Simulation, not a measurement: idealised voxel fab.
Process module under the name voxel capacitor over wiring
The cross-section shown here is cut; it is 270 nm wide and divided into square cells measuring 5 nm on a side.
This document writes a cross-section as a grid whose cells are square, and gives it as bands, listed from the top down; one or more rows of cells form a band. Per band: top height and bottom height in nm, followed by the left-to-right materials and their widths in nm; "everywhere" marks a single material spanning edge to edge, "blank" marks empty space. Zero point of the height axis is 0; under it, received wafer = one material. Lowest band: continues down indefinitely, "0 -> down". So if you see something like "30..40" for the width, read it as the top row of the band sitting at the first number and the bottom row at the second, with every row in between moving by the same amount as the last. What does "no modification" mean for a step? It means no cell of the cross-section changed in that step. The entry titled "Sealed void listing" provides the empty spaces that have no open way to the top, restricted to those of 8 cells or more. Each is presented as width x height at distance, the distance being measured from the left edge, with all three in nm. If you see something after the settings on a step's line, that's the simulator's own remark about that step. If you see "overlay nm" on a step's line and that step has a mask, it's telling you how far right of where it was planned the mask ended up; a negative number means it went left instead.
-- Listed below are the process steps as planned
1,RECEIVE (material Si)
2,CONFORMAL_DEP (material SiO2; thk nm 15)
3,CONFORMAL_DEP (material SiCN; thk nm 5)
4,DIRECTIONAL_DEP (material SiO2; thk nm 20)
5,PATTERN (tone open; mask id METAL_1; material resist; width nm 30; pitch nm 80; thk nm 20; overlay nm 0)
6,DIRECTIONAL_ETCH (etch materials SiO2; depth nm 20)
7,DIRECTIONAL_ETCH (etch materials SiCN; depth nm 5)
8,STRIP (etch materials resist)
9,CONFORMAL_DEP (material TiN; thk nm 5)
10,FILL_DEP (material Cu; thk nm 5)
11,CMP (height nm 40)
12,EPI (material Ru; thk nm 5)
13,FILL_DEP (material SiCN; thk nm 5)
14,DIRECTIONAL_DEP (material lowk; thk nm 20)
15,PATTERN (tone open; mask id PLUG_1; material resist; width nm 15; thk nm 15; overlay nm 0)
16,DIRECTIONAL_ETCH (etch materials lowk; depth nm 20)
17,DIRECTIONAL_ETCH (etch materials SiCN; depth nm 5)
18,STRIP (etch materials resist)
19,EPI (material Ru; thk nm 10)
20,EPI (material Ru; thk nm 10)
21,EPI (material Ru; thk nm 5)
22,DIRECTIONAL_DEP (material TiN; thk nm 5)
23,DIRECTIONAL_DEP (material Al2O3; thk nm 5)
24,DIRECTIONAL_DEP (material TiN; thk nm 10)
25,DIRECTIONAL_DEP (material aC; thk nm 15)
26,PATTERN (tone cover; mask id UPPER_PLATE; material resist; width nm 55; thk nm 35; overlay nm 0)
27,DIRECTIONAL_ETCH (etch materials aC; depth nm 15)
28,STRIP (etch materials resist)
29,DIRECTIONAL_ETCH (etch materials TiN; depth nm 10)
30,DIRECTIONAL_ETCH (etch materials Al2O3; depth nm 5)
31,STRIP (etch materials aC)
32,MASKED_ETCH (tone cover; mask id LOWER_PLATE; width nm 65; etch materials TiN; depth nm 5; overlay nm 0)
33,FILL_DEP (material SiO2; thk nm 20)
34,CMP (height nm 105)
35,PATTERN (tone open; mask id PLUG_2; material resist; width nm 15; thk nm 15; overlay nm 0)
36,DIRECTIONAL_ETCH (etch materials SiO2; depth nm 15)
37,STRIP (etch materials resist)
38,CONFORMAL_DEP (material TiN; thk nm 5)
39,FILL_DEP (material W; thk nm 10)
40,CMP (height nm 105)
41,CONFORMAL_DEP (material SiN; thk nm 5)
-- Wafer cross-section on receipt, i.e. after step 1
	0 -> down  Si everywhere
	Sealed void listing: none
-- What the wafer looks like in cross-section after this module, when it starts as shown above and follows the plan above but one mistake is made in running it
	110 -> 105  SiN everywhere
	105 -> 100  SiO2 105 nm / TiN 5 nm / W 5 nm / TiN 5 nm / SiO2 150 nm
	100 -> 90  SiO2 105..95 nm / TiN 15..25 nm / SiO2 150 nm
	90 -> 85  SiO2 95 nm / TiN 55 nm / SiO2 120 nm
	85 -> 80  SiO2 95 nm / Al2O3 20 nm / TiN 35 nm / SiO2 120 nm
	80 -> 75  SiO2 90 nm / TiN 25 nm / Al2O3 35 nm / SiO2 120 nm
	75 -> 70  SiO2 90 nm / Ru 25 nm / TiN 40 nm / SiO2 115 nm
	70 -> 50  lowk 95 nm / Ru 15 nm / lowk 160 nm
	50 -> 40  Ru everywhere
	40 -> 20  SiO2 80 nm / TiN 5 nm / Cu 20 nm / TiN 5 nm / SiO2 50 nm / TiN 5 nm / Cu 20 nm / TiN 5 nm / SiO2 80 nm
	20 -> 15  SiCN 80 nm / TiN 30 nm / SiCN 50 nm / TiN 30 nm / SiCN 80 nm
	15 -> 0  SiO2 everywhere
	0 -> down  Si everywhere
	Sealed void listing: none
Run error: the process deviated at step 13: the operation and settings actually run there were FILL_DEP (material Ru; thk nm 5)
